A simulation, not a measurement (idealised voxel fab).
Title: Process Module voxel transistor to metal
cross-section cut | 165 nm wide | cells 5 nm
A cross-section in this document is a grid of square cells, and it is written down as bands, the top band listed before the ones below it; a band is made up of one or more rows of cells. What a band's entry tells you: where the top is and where the bottom is, as heights in nm, and after that what lies inside, material by material from left to right, each with its width in nm. Empty space is written as the word "blank", and a single material marked with the word "throughout" occupies the band from edge to edge. A quick word on heights: they are counted from 0, and under that level the wafer as it came to us is one material throughout. The lowest band is different from the rest in having no bottom; it simply continues downward, written as in "0 down". A two-number width, for instance "30..40", indicates that the width is equal to the first number in the top row of the band and to the second number in the bottom row, and that it changes by a constant amount per row of cells. For the purposes of this document, the phrase "same as before" attached to a step denotes that no cell within the cross-section was modified by that step. This entry, "Fully enclosed voids", enumerates those empty regions of no fewer than 8 cells that possess no open connection to the top. Each region is reported in the form width x height at distance, the distance being taken from the left edge, with all three quantities expressed in nm. Past the settings on a step's line: simulator remark, on that step. Regarding "overlay nm": on a step with a mask, it is the distance the mask lay to the right of its planned place; a negative value places it to the left.
**The planned process steps are enumerated hereunder**
| 1 | RECEIVE: material Si |
| 2 | OXIDIZE: depth nm 5 |
| 3 | CONFORMAL_DEP: material SiN, thk nm 15 |
| 4 | MASKED_ETCH: tone cover, mask id ACTIVE, width nm 105, etch materials SiN, depth nm 15, overlay nm 0 |
| 5 | MASKED_ETCH: tone cover, mask id ACTIVE, width nm 105, etch materials SiO2, depth nm 5, overlay nm 0 |
| 6 | MASKED_ETCH: tone cover, mask id ACTIVE, width nm 105, etch materials Si, depth nm 35, overlay nm 0 |
| 7 | FILL_DEP: material SiO2, thk nm 10 |
| 8 | CMP: height nm 15 |
| 9 | SELECTIVE_ETCH: etch materials SiO2, depth nm 15 |
| 10 | STRIP: etch materials SiN |
| 11 | SELECTIVE_ETCH: etch materials SiO2, depth nm 5 |
| 12 | OXIDIZE: depth nm 5 |
| 13 | DIRECTIONAL_DEP: material polySi, thk nm 20 |
| 14 | DIRECTIONAL_DEP: material SiCN, thk nm 15 |
| 15 | PATTERN: tone cover, mask id GATE, material resist, width nm 15, thk nm 15, overlay nm 0 |
| 16 | DIRECTIONAL_ETCH: etch materials SiCN, depth nm 25 |
| 17 | DIRECTIONAL_ETCH: etch materials polySi, depth nm 30 |
| 18 | STRIP: etch materials resist |
| 19 | CONFORMAL_DEP: material SiN, thk nm 5 |
| 20 | DIRECTIONAL_ETCH: etch materials SiN, depth nm 5 |
| 21 | DIRECTIONAL_ETCH: etch materials SiO2, depth nm 5 |
| 22 | DIRECTIONAL_ETCH: etch materials Si, depth nm 15 |
| 23 | EPI: material SiGe, thk nm 15 |
| 24 | FILL_DEP: material SiO2, thk nm 5 |
| 25 | CMP: height nm 30 |
| 26 | DIRECTIONAL_DEP: material SiO2, thk nm 10 |
| 27 | DIRECTIONAL_DEP: material aC, thk nm 10 |
| 28 | PATTERN: tone open, mask id CONTACT, material resist, width nm 20, pitch nm 75, thk nm 25, overlay nm 0 |
| 29 | DIRECTIONAL_ETCH: etch materials aC, depth nm 10 |
| 30 | STRIP: etch materials resist |
| 31 | DIRECTIONAL_ETCH: etch materials SiO2, depth nm 50 |
| 32 | STRIP: etch materials aC |
| 33 | CONFORMAL_DEP: material TiN, thk nm 5 |
| 34 | FILL_DEP: material Ru, thk nm 5 |
| 35 | CMP: height nm 40 |
| 36 | DIRECTIONAL_DEP: material TiN, thk nm 5 |
| 37 | DIRECTIONAL_DEP: material Ru, thk nm 25 |
| 38 | PATTERN: tone cover, mask id METAL_1, material resist, width nm 20, pitch nm 75, thk nm 15, overlay nm 0 |
| 39 | DIRECTIONAL_ETCH: etch materials Ru, depth nm 25 |
| 40 | DIRECTIONAL_ETCH: etch materials TiN, depth nm 5 |
| 41 | STRIP: etch materials resist |
| 42 | CONFORMAL_DEP: material SiCN, thk nm 5 |
| 43 | FILL_DEP: material SiO2, thk nm 10 |
| 44 | CMP: height nm 70 |
| 45 | CONFORMAL_DEP: material SiN, thk nm 5 |
**first wafer, as planned**
**Delivered wafer in cross-section: state after step 1**
    0 down: Si throughout
    Fully enclosed voids: none
**You're looking at a cross-section of the wafer after step 2**
    0 to -5: SiO2 throughout
    Under -5: no change, same as before.
**You're looking at a cross-section of the wafer after step 3**
    15 to 0: SiN throughout
    Under 0: no change, same as before.
**You're looking at a cross-section of the wafer after step 4**
    15 to 0: blank 30 nm; SiN 105 nm; blank 30 nm
    Under 0: no change, same as before.
**You're looking at a cross-section of the wafer after step 5**
    15 to 0: blank 30 nm; SiN 105 nm; blank 30 nm
    0 to -5: blank 30 nm; SiO2 105 nm; blank 30 nm
    Under -5: no change, same as before.
**You're looking at a cross-section of the wafer after step 6**
    15 to 0: blank 30 nm; SiN 105 nm; blank 30 nm
    0 to -5: blank 30 nm; SiO2 105 nm; blank 30 nm
    -5 to -40: blank 30 nm; Si 105 nm; blank 30 nm
    Under -40: no change, same as before.
**You're looking at a cross-section of the wafer after step 7**
    25 to 15: SiO2 throughout
    15 to 0: SiO2 30 nm; SiN 105 nm; SiO2 30 nm
    0 to -5: SiO2 throughout
    -5 to -40: SiO2 30 nm; Si 105 nm; SiO2 30 nm
    Under -40: no change, same as before.
**You're looking at a cross-section of the wafer after step 8**
    15 to 0: SiO2 30 nm; SiN 105 nm; SiO2 30 nm
    Under 0: no change, same as before.
**You're looking at a cross-section of the wafer after step 9**
    15 to 0: blank 30 nm; SiN 105 nm; blank 30 nm
    Under 0: no change, same as before.
**You're looking at a cross-section of the wafer after step 10**
    0 to -5: SiO2 throughout
    Under -5: no change, same as before.
**You're looking at a cross-section of the wafer after step 11**
    -5 to -40: SiO2 30 nm; Si 105 nm; SiO2 30 nm
    Under -40: no change, same as before.
**You're looking at a cross-section of the wafer after step 12**
    -5 to -10: SiO2 throughout
    Under -10: no change, same as before.
**You're looking at a cross-section of the wafer after step 13**
    15 to -5: polySi throughout
    Under -5: no change, same as before.
**You're looking at a cross-section of the wafer after step 14**
    30 to 15: SiCN throughout
    Under 15: no change, same as before.
**You're looking at a cross-section of the wafer after step 15**
    45 to 30: blank 75 nm; resist 15 nm; blank 75 nm
    Under 30: no change, same as before.
**You're looking at a cross-section of the wafer after step 16**
    45 to 30: blank 75 nm; resist 15 nm; blank 75 nm
    30 to 15: blank 75 nm; SiCN 15 nm; blank 75 nm
    Under 15: no change, same as before.
**You're looking at a cross-section of the wafer after step 17**
    45 to 30: blank 75 nm; resist 15 nm; blank 75 nm
    30 to 15: blank 75 nm; SiCN 15 nm; blank 75 nm
    15 to -5: blank 75 nm; polySi 15 nm; blank 75 nm
    Under -5: no change, same as before.
**You're looking at a cross-section of the wafer after step 18**
    30 to 15: blank 75 nm; SiCN 15 nm; blank 75 nm
    Under 15: no change, same as before.
**You're looking at a cross-section of the wafer after step 19**
    35 to 30: blank 70 nm; SiN 25 nm; blank 70 nm
    30 to 15: blank 70 nm; SiN 5 nm; SiCN 15 nm; SiN 5 nm; blank 70 nm
    15 to 0: blank 70 nm; SiN 5 nm; polySi 15 nm; SiN 5 nm; blank 70 nm
    0 to -5: SiN 75 nm; polySi 15 nm; SiN 75 nm
    Under -5: no change, same as before.
**You're looking at a cross-section of the wafer after step 20**
    30 to 15: blank 70 nm; SiN 5 nm; SiCN 15 nm; SiN 5 nm; blank 70 nm
    15 to -5: blank 70 nm; SiN 5 nm; polySi 15 nm; SiN 5 nm; blank 70 nm
    Under -5: no change, same as before.
**You're looking at a cross-section of the wafer after step 21**
    30 to 15: blank 70 nm; SiN 5 nm; SiCN 15 nm; SiN 5 nm; blank 70 nm
    15 to -5: blank 70 nm; SiN 5 nm; polySi 15 nm; SiN 5 nm; blank 70 nm
    -5 to -10: blank 70 nm; SiO2 25 nm; blank 70 nm
    Under -10: no change, same as before.
**You're looking at a cross-section of the wafer after step 22**
    30 to 15: blank 70 nm; SiN 5 nm; SiCN 15 nm; SiN 5 nm; blank 70 nm
    15 to -5: blank 70 nm; SiN 5 nm; polySi 15 nm; SiN 5 nm; blank 70 nm
    -5 to -10: blank 70 nm; SiO2 25 nm; blank 70 nm
    -10 to -25: SiO2 30 nm; blank 40 nm; Si 25 nm; blank 40 nm; SiO2 30 nm
    Under -25: no change, same as before.
**You're looking at a cross-section of the wafer after step 23**
    30 to 15: blank 70 nm; SiN 5 nm; SiCN 15 nm; SiN 5 nm; blank 70 nm
    15 to 5: blank 70 nm; SiN 5 nm; polySi 15 nm; SiN 5 nm; blank 70 nm
    5 to -5: blank 55 nm; SiGe 15 nm; SiN 5 nm; polySi 15 nm; SiN 5 nm; SiGe 15 nm; blank 55 nm
    -5 to -10: blank 55 nm; SiGe 15 nm; SiO2 25 nm; SiGe 15 nm; blank 55 nm
    -10 to -25: SiO2 30 nm; SiGe 40 nm; Si 25 nm; SiGe 40 nm; SiO2 30 nm
    Under -25: no change, same as before.
**You're looking at a cross-section of the wafer after step 24**
    35 to 30: SiO2 throughout
    30 to 15: SiO2 70 nm; SiN 5 nm; SiCN 15 nm; SiN 5 nm; SiO2 70 nm
    15 to 5: SiO2 70 nm; SiN 5 nm; polySi 15 nm; SiN 5 nm; SiO2 70 nm
    5 to -5: SiO2 55 nm; SiGe 15 nm; SiN 5 nm; polySi 15 nm; SiN 5 nm; SiGe 15 nm; SiO2 55 nm
    -5 to -10: SiO2 55 nm; SiGe 15 nm; SiO2 25 nm; SiGe 15 nm; SiO2 55 nm
    Under -10: no change, same as before.
**You're looking at a cross-section of the wafer after step 25**
    30 to 15: SiO2 70 nm; SiN 5 nm; SiCN 15 nm; SiN 5 nm; SiO2 70 nm
    Under 15: no change, same as before.
**You're looking at a cross-section of the wafer after step 26**
    40 to 30: SiO2 throughout
    Under 30: no change, same as before.
**You're looking at a cross-section of the wafer after step 27**
    50 to 40: aC throughout
    Under 40: no change, same as before.
**You're looking at a cross-section of the wafer after step 28**
    75 to 50: resist 35 nm; blank 20 nm; resist 55 nm; blank 20 nm; resist 35 nm
    Under 50: no change, same as before.
**You're looking at a cross-section of the wafer after step 29**
    65 to 50: resist 35 nm; blank 20 nm; resist 55 nm; blank 20 nm; resist 35 nm
    50 to 40: aC 35 nm; blank 20 nm; aC 55 nm; blank 20 nm; aC 35 nm
    Under 40: no change, same as before.
**You're looking at a cross-section of the wafer after step 30**
    50 to 40: aC 35 nm; blank 20 nm; aC 55 nm; blank 20 nm; aC 35 nm
    Under 40: no change, same as before.
**You're looking at a cross-section of the wafer after step 31**
    50 to 40: aC 35 nm; blank 20 nm; aC 55 nm; blank 20 nm; aC 35 nm
    40 to 30: SiO2 35 nm; blank 20 nm; SiO2 55 nm; blank 20 nm; SiO2 35 nm
    30 to 15: SiO2 35 nm; blank 20 nm; SiO2 15 nm; SiN 5 nm; SiCN 15 nm; SiN 5 nm; SiO2 15 nm; blank 20 nm; SiO2 35 nm
    15 to 5: SiO2 35 nm; blank 20 nm; SiO2 15 nm; SiN 5 nm; polySi 15 nm; SiN 5 nm; SiO2 15 nm; blank 20 nm; SiO2 35 nm
    5 to -5: SiO2 35 nm; blank 20 nm; SiGe 15 nm; SiN 5 nm; polySi 15 nm; SiN 5 nm; SiGe 15 nm; blank 20 nm; SiO2 35 nm
    -5 to -10: SiO2 35 nm; blank 20 nm; SiGe 15 nm; SiO2 25 nm; SiGe 15 nm; blank 20 nm; SiO2 35 nm
    Under -10: no change, same as before.
**You're looking at a cross-section of the wafer after step 32**
    40 to 30: SiO2 35 nm; blank 20 nm; SiO2 55 nm; blank 20 nm; SiO2 35 nm
    Under 30: no change, same as before.
**You're looking at a cross-section of the wafer after step 33**
    45 to 40: TiN 40 nm; blank 10 nm; TiN 65 nm; blank 10 nm; TiN 40 nm
    40 to 30: SiO2 35 nm; TiN 5 nm; blank 10 nm; TiN 5 nm; SiO2 55 nm; TiN 5 nm; blank 10 nm; TiN 5 nm; SiO2 35 nm
    30 to 15: SiO2 35 nm; TiN 5 nm; blank 10 nm; TiN 5 nm; SiO2 15 nm; SiN 5 nm; SiCN 15 nm; SiN 5 nm; SiO2 15 nm; TiN 5 nm; blank 10 nm; TiN 5 nm; SiO2 35 nm
    15 to 5: SiO2 35 nm; TiN 5 nm; blank 10 nm; TiN 5 nm; SiO2 15 nm; SiN 5 nm; polySi 15 nm; SiN 5 nm; SiO2 15 nm; TiN 5 nm; blank 10 nm; TiN 5 nm; SiO2 35 nm
    5 to -5: SiO2 35 nm; TiN 5 nm; blank 10 nm; TiN 5 nm; SiGe 15 nm; SiN 5 nm; polySi 15 nm; SiN 5 nm; SiGe 15 nm; TiN 5 nm; blank 10 nm; TiN 5 nm; SiO2 35 nm
    -5 to -10: SiO2 35 nm; TiN 20 nm; SiGe 15 nm; SiO2 25 nm; SiGe 15 nm; TiN 20 nm; SiO2 35 nm
    Under -10: no change, same as before.
**You're looking at a cross-section of the wafer after step 34**
    50 to 45: Ru throughout
    45 to 40: TiN 40 nm; Ru 10 nm; TiN 65 nm; Ru 10 nm; TiN 40 nm
    40 to 30: SiO2 35 nm; TiN 5 nm; Ru 10 nm; TiN 5 nm; SiO2 55 nm; TiN 5 nm; Ru 10 nm; TiN 5 nm; SiO2 35 nm
    30 to 15: SiO2 35 nm; TiN 5 nm; Ru 10 nm; TiN 5 nm; SiO2 15 nm; SiN 5 nm; SiCN 15 nm; SiN 5 nm; SiO2 15 nm; TiN 5 nm; Ru 10 nm; TiN 5 nm; SiO2 35 nm
    15 to 5: SiO2 35 nm; TiN 5 nm; Ru 10 nm; TiN 5 nm; SiO2 15 nm; SiN 5 nm; polySi 15 nm; SiN 5 nm; SiO2 15 nm; TiN 5 nm; Ru 10 nm; TiN 5 nm; SiO2 35 nm
    5 to -5: SiO2 35 nm; TiN 5 nm; Ru 10 nm; TiN 5 nm; SiGe 15 nm; SiN 5 nm; polySi 15 nm; SiN 5 nm; SiGe 15 nm; TiN 5 nm; Ru 10 nm; TiN 5 nm; SiO2 35 nm
    Under -5: no change, same as before.
**You're looking at a cross-section of the wafer after step 35**
    40 to 30: SiO2 35 nm; TiN 5 nm; Ru 10 nm; TiN 5 nm; SiO2 55 nm; TiN 5 nm; Ru 10 nm; TiN 5 nm; SiO2 35 nm
    Under 30: no change, same as before.
**You're looking at a cross-section of the wafer after step 36**
    45 to 40: TiN throughout
    Under 40: no change, same as before.
**You're looking at a cross-section of the wafer after step 37**
    70 to 45: Ru throughout
    Under 45: no change, same as before.
**You're looking at a cross-section of the wafer after step 38**
    85 to 70: blank 35 nm; resist 20 nm; blank 55 nm; resist 20 nm; blank 35 nm
    Under 70: no change, same as before.
**You're looking at a cross-section of the wafer after step 39**
    85 to 70: blank 35 nm; resist 20 nm; blank 55 nm; resist 20 nm; blank 35 nm
    70 to 45: blank 35 nm; Ru 20 nm; blank 55 nm; Ru 20 nm; blank 35 nm
    Under 45: no change, same as before.
**You're looking at a cross-section of the wafer after step 40**
    85 to 70: blank 35 nm; resist 20 nm; blank 55 nm; resist 20 nm; blank 35 nm
    70 to 45: blank 35 nm; Ru 20 nm; blank 55 nm; Ru 20 nm; blank 35 nm
    45 to 40: blank 35 nm; TiN 20 nm; blank 55 nm; TiN 20 nm; blank 35 nm
    Under 40: no change, same as before.
**You're looking at a cross-section of the wafer after step 41**
    70 to 45: blank 35 nm; Ru 20 nm; blank 55 nm; Ru 20 nm; blank 35 nm
    Under 45: no change, same as before.
**You're looking at a cross-section of the wafer after step 42**
    75 to 70: blank 30 nm; SiCN 30 nm; blank 45 nm; SiCN 30 nm; blank 30 nm
    70 to 45: blank 30 nm; SiCN 5 nm; Ru 20 nm; SiCN 5 nm; blank 45 nm; SiCN 5 nm; Ru 20 nm; SiCN 5 nm; blank 30 nm
    45 to 40: SiCN 35 nm; TiN 20 nm; SiCN 55 nm; TiN 20 nm; SiCN 35 nm
    Under 40: no change, same as before.
**You're looking at a cross-section of the wafer after step 43**
    85 to 75: SiO2 throughout
    75 to 70: SiO2 30 nm; SiCN 30 nm; SiO2 45 nm; SiCN 30 nm; SiO2 30 nm
    70 to 45: SiO2 30 nm; SiCN 5 nm; Ru 20 nm; SiCN 5 nm; SiO2 45 nm; SiCN 5 nm; Ru 20 nm; SiCN 5 nm; SiO2 30 nm
    Under 45: no change, same as before.
**You're looking at a cross-section of the wafer after step 44**
    70 to 45: SiO2 30 nm; SiCN 5 nm; Ru 20 nm; SiCN 5 nm; SiO2 45 nm; SiCN 5 nm; Ru 20 nm; SiCN 5 nm; SiO2 30 nm
    Under 45: no change, same as before.
**You're looking at a cross-section of the wafer after step 45**
    75 to 70: SiN throughout
    Under 70: no change, same as before.
**Wafer two. Identical start, identical plan. One mistake in execution. Identical history through step 14**
**Second wafer shown in cross-section at the time step 15 was slated to end**
    45 to 30: blank 70 nm; resist 25 nm; blank 70 nm
    Under 30: no change, same as before.
**Second wafer shown in cross-section at the time step 16 was slated to end**
    45 to 30: blank 70 nm; resist 25 nm; blank 70 nm
    30 to 15: blank 70 nm; SiCN 25 nm; blank 70 nm
    Under 15: no change, same as before.
**Second wafer shown in cross-section at the time step 17 was slated to end**
    45 to 30: blank 70 nm; resist 25 nm; blank 70 nm
    30 to 15: blank 70 nm; SiCN 25 nm; blank 70 nm
    15 to -5: blank 70 nm; polySi 25 nm; blank 70 nm
    Under -5: no change, same as before.
**Second wafer shown in cross-section at the time step 18 was slated to end**
    30 to 15: blank 70 nm; SiCN 25 nm; blank 70 nm
    Under 15: no change, same as before.
**Second wafer shown in cross-section at the time step 19 was slated to end**
    35 to 30: blank 65 nm; SiN 35 nm; blank 65 nm
    30 to 15: blank 65 nm; SiN 5 nm; SiCN 25 nm; SiN 5 nm; blank 65 nm
    15 to 0: blank 65 nm; SiN 5 nm; polySi 25 nm; SiN 5 nm; blank 65 nm
    0 to -5: SiN 70 nm; polySi 25 nm; SiN 70 nm
    Under -5: no change, same as before.
**Second wafer shown in cross-section at the time step 20 was slated to end**
    30 to 15: blank 65 nm; SiN 5 nm; SiCN 25 nm; SiN 5 nm; blank 65 nm
    15 to -5: blank 65 nm; SiN 5 nm; polySi 25 nm; SiN 5 nm; blank 65 nm
    Under -5: no change, same as before.
**Second wafer shown in cross-section at the time step 21 was slated to end**
    30 to 15: blank 65 nm; SiN 5 nm; SiCN 25 nm; SiN 5 nm; blank 65 nm
    15 to -5: blank 65 nm; SiN 5 nm; polySi 25 nm; SiN 5 nm; blank 65 nm
    -5 to -10: blank 65 nm; SiO2 35 nm; blank 65 nm
    Under -10: no change, same as before.
**Second wafer shown in cross-section at the time step 22 was slated to end**
    30 to 15: blank 65 nm; SiN 5 nm; SiCN 25 nm; SiN 5 nm; blank 65 nm
    15 to -5: blank 65 nm; SiN 5 nm; polySi 25 nm; SiN 5 nm; blank 65 nm
    -5 to -10: blank 65 nm; SiO2 35 nm; blank 65 nm
    -10 to -25: SiO2 30 nm; blank 35 nm; Si 35 nm; blank 35 nm; SiO2 30 nm
    Under -25: no change, same as before.
**Second wafer shown in cross-section at the time step 23 was slated to end**
    30 to 15: blank 65 nm; SiN 5 nm; SiCN 25 nm; SiN 5 nm; blank 65 nm
    15 to 5: blank 65 nm; SiN 5 nm; polySi 25 nm; SiN 5 nm; blank 65 nm
    5 to -5: blank 50 nm; SiGe 15 nm; SiN 5 nm; polySi 25 nm; SiN 5 nm; SiGe 15 nm; blank 50 nm
    -5 to -10: blank 50 nm; SiGe 15 nm; SiO2 35 nm; SiGe 15 nm; blank 50 nm
    -10 to -25: SiO2 30 nm; SiGe 35 nm; Si 35 nm; SiGe 35 nm; SiO2 30 nm
    Under -25: no change, same as before.
**Second wafer shown in cross-section at the time step 24 was slated to end**
    35 to 30: SiO2 throughout
    30 to 15: SiO2 65 nm; SiN 5 nm; SiCN 25 nm; SiN 5 nm; SiO2 65 nm
    15 to 5: SiO2 65 nm; SiN 5 nm; polySi 25 nm; SiN 5 nm; SiO2 65 nm
    5 to -5: SiO2 50 nm; SiGe 15 nm; SiN 5 nm; polySi 25 nm; SiN 5 nm; SiGe 15 nm; SiO2 50 nm
    -5 to -10: SiO2 50 nm; SiGe 15 nm; SiO2 35 nm; SiGe 15 nm; SiO2 50 nm
    Under -10: no change, same as before.
**Second wafer shown in cross-section at the time step 25 was slated to end**
    30 to 15: SiO2 65 nm; SiN 5 nm; SiCN 25 nm; SiN 5 nm; SiO2 65 nm
    Under 15: no change, same as before.
**Second wafer shown in cross-section at the time step 26 was slated to end**
    40 to 30: SiO2 throughout
    Under 30: no change, same as before.
**Second wafer shown in cross-section at the time step 27 was slated to end**
    50 to 40: aC throughout
    Under 40: no change, same as before.
**Second wafer shown in cross-section at the time step 28 was slated to end**
    75 to 50: resist 35 nm; blank 20 nm; resist 55 nm; blank 20 nm; resist 35 nm
    Under 50: no change, same as before.
**Second wafer shown in cross-section at the time step 29 was slated to end**
    65 to 50: resist 35 nm; blank 20 nm; resist 55 nm; blank 20 nm; resist 35 nm
    50 to 40: aC 35 nm; blank 20 nm; aC 55 nm; blank 20 nm; aC 35 nm
    Under 40: no change, same as before.
**Second wafer shown in cross-section at the time step 30 was slated to end**
    50 to 40: aC 35 nm; blank 20 nm; aC 55 nm; blank 20 nm; aC 35 nm
    Under 40: no change, same as before.
**Second wafer shown in cross-section at the time step 31 was slated to end**
    50 to 40: aC 35 nm; blank 20 nm; aC 55 nm; blank 20 nm; aC 35 nm
    40 to 30: SiO2 35 nm; blank 20 nm; SiO2 55 nm; blank 20 nm; SiO2 35 nm
    30 to 15: SiO2 35 nm; blank 20 nm; SiO2 10 nm; SiN 5 nm; SiCN 25 nm; SiN 5 nm; SiO2 10 nm; blank 20 nm; SiO2 35 nm
    15 to 5: SiO2 35 nm; blank 20 nm; SiO2 10 nm; SiN 5 nm; polySi 25 nm; SiN 5 nm; SiO2 10 nm; blank 20 nm; SiO2 35 nm
    5 to -5: SiO2 35 nm; blank 15 nm; SiGe 15 nm; SiN 5 nm; polySi 25 nm; SiN 5 nm; SiGe 15 nm; blank 15 nm; SiO2 35 nm
    -5 to -10: SiO2 35 nm; blank 15 nm; SiGe 15 nm; SiO2 35 nm; SiGe 15 nm; blank 15 nm; SiO2 35 nm
    Under -10: no change, same as before.
**Second wafer shown in cross-section at the time step 32 was slated to end**
    40 to 30: SiO2 35 nm; blank 20 nm; SiO2 55 nm; blank 20 nm; SiO2 35 nm
    Under 30: no change, same as before.
**Second wafer shown in cross-section at the time step 33 was slated to end**
    45 to 40: TiN 40 nm; blank 10 nm; TiN 65 nm; blank 10 nm; TiN 40 nm
    40 to 30: SiO2 35 nm; TiN 5 nm; blank 10 nm; TiN 5 nm; SiO2 55 nm; TiN 5 nm; blank 10 nm; TiN 5 nm; SiO2 35 nm
    30 to 15: SiO2 35 nm; TiN 5 nm; blank 10 nm; TiN 5 nm; SiO2 10 nm; SiN 5 nm; SiCN 25 nm; SiN 5 nm; SiO2 10 nm; TiN 5 nm; blank 10 nm; TiN 5 nm; SiO2 35 nm
    15 to 5: SiO2 35 nm; TiN 5 nm; blank 10..5 nm; TiN 5..10 nm; SiO2 10 nm; SiN 5 nm; polySi 25 nm; SiN 5 nm; SiO2 10 nm; TiN 5..10 nm; blank 10..5 nm; TiN 5 nm; SiO2 35 nm
    5 to -5: SiO2 35 nm; TiN 5 nm; blank 5 nm; TiN 5 nm; SiGe 15 nm; SiN 5 nm; polySi 25 nm; SiN 5 nm; SiGe 15 nm; TiN 5 nm; blank 5 nm; TiN 5 nm; SiO2 35 nm
    -5 to -10: SiO2 35 nm; TiN 15 nm; SiGe 15 nm; SiO2 35 nm; SiGe 15 nm; TiN 15 nm; SiO2 35 nm
    Under -10: no change, same as before.
**Second wafer shown in cross-section at the time step 34 was slated to end**
    50 to 45: Ru throughout
    45 to 40: TiN 40 nm; Ru 10 nm; TiN 65 nm; Ru 10 nm; TiN 40 nm
    40 to 30: SiO2 35 nm; TiN 5 nm; Ru 10 nm; TiN 5 nm; SiO2 55 nm; TiN 5 nm; Ru 10 nm; TiN 5 nm; SiO2 35 nm
    30 to 15: SiO2 35 nm; TiN 5 nm; Ru 10 nm; TiN 5 nm; SiO2 10 nm; SiN 5 nm; SiCN 25 nm; SiN 5 nm; SiO2 10 nm; TiN 5 nm; Ru 10 nm; TiN 5 nm; SiO2 35 nm
    15 to 5: SiO2 35 nm; TiN 5 nm; Ru 10..5 nm; TiN 5..10 nm; SiO2 10 nm; SiN 5 nm; polySi 25 nm; SiN 5 nm; SiO2 10 nm; TiN 5..10 nm; Ru 10..5 nm; TiN 5 nm; SiO2 35 nm
    5 to -5: SiO2 35 nm; TiN 5 nm; Ru 5 nm; TiN 5 nm; SiGe 15 nm; SiN 5 nm; polySi 25 nm; SiN 5 nm; SiGe 15 nm; TiN 5 nm; Ru 5 nm; TiN 5 nm; SiO2 35 nm
    Under -5: no change, same as before.
**Second wafer shown in cross-section at the time step 35 was slated to end**
    40 to 30: SiO2 35 nm; TiN 5 nm; Ru 10 nm; TiN 5 nm; SiO2 55 nm; TiN 5 nm; Ru 10 nm; TiN 5 nm; SiO2 35 nm
    Under 30: no change, same as before.
**Second wafer shown in cross-section at the time step 36 was slated to end**
    45 to 40: TiN throughout
    Under 40: no change, same as before.
**Second wafer shown in cross-section at the time step 37 was slated to end**
    70 to 45: Ru throughout
    Under 45: no change, same as before.
**Second wafer shown in cross-section at the time step 38 was slated to end**
    85 to 70: blank 35 nm; resist 20 nm; blank 55 nm; resist 20 nm; blank 35 nm
    Under 70: no change, same as before.
**Second wafer shown in cross-section at the time step 39 was slated to end**
    85 to 70: blank 35 nm; resist 20 nm; blank 55 nm; resist 20 nm; blank 35 nm
    70 to 45: blank 35 nm; Ru 20 nm; blank 55 nm; Ru 20 nm; blank 35 nm
    Under 45: no change, same as before.
**Second wafer shown in cross-section at the time step 40 was slated to end**
    85 to 70: blank 35 nm; resist 20 nm; blank 55 nm; resist 20 nm; blank 35 nm
    70 to 45: blank 35 nm; Ru 20 nm; blank 55 nm; Ru 20 nm; blank 35 nm
    45 to 40: blank 35 nm; TiN 20 nm; blank 55 nm; TiN 20 nm; blank 35 nm
    Under 40: no change, same as before.
**Second wafer shown in cross-section at the time step 41 was slated to end**
    70 to 45: blank 35 nm; Ru 20 nm; blank 55 nm; Ru 20 nm; blank 35 nm
    Under 45: no change, same as before.
**Second wafer shown in cross-section at the time step 42 was slated to end**
    75 to 70: blank 30 nm; SiCN 30 nm; blank 45 nm; SiCN 30 nm; blank 30 nm
    70 to 45: blank 30 nm; SiCN 5 nm; Ru 20 nm; SiCN 5 nm; blank 45 nm; SiCN 5 nm; Ru 20 nm; SiCN 5 nm; blank 30 nm
    45 to 40: SiCN 35 nm; TiN 20 nm; SiCN 55 nm; TiN 20 nm; SiCN 35 nm
    Under 40: no change, same as before.
**Second wafer shown in cross-section at the time step 43 was slated to end**
    85 to 75: SiO2 throughout
    75 to 70: SiO2 30 nm; SiCN 30 nm; SiO2 45 nm; SiCN 30 nm; SiO2 30 nm
    70 to 45: SiO2 30 nm; SiCN 5 nm; Ru 20 nm; SiCN 5 nm; SiO2 45 nm; SiCN 5 nm; Ru 20 nm; SiCN 5 nm; SiO2 30 nm
    Under 45: no change, same as before.
**Second wafer shown in cross-section at the time step 44 was slated to end**
    70 to 45: SiO2 30 nm; SiCN 5 nm; Ru 20 nm; SiCN 5 nm; SiO2 45 nm; SiCN 5 nm; Ru 20 nm; SiCN 5 nm; SiO2 30 nm
    Under 45: no change, same as before.
**Second wafer shown in cross-section at the time step 45 was slated to end**
    75 to 70: SiN throughout
    Under 70: no change, same as before.
What went wrong in running the wafer? so step 15 ended up running with a different setting than we planned, it ran as PATTERN: tone cover, mask id GATE, material resist, width nm 25, thk nm 15, overlay nm 0
at the end the second wafer has, in cells: Ru -6 | Si +6 | SiCN +6 | SiGe -6 | SiO2 -8 | polySi +8
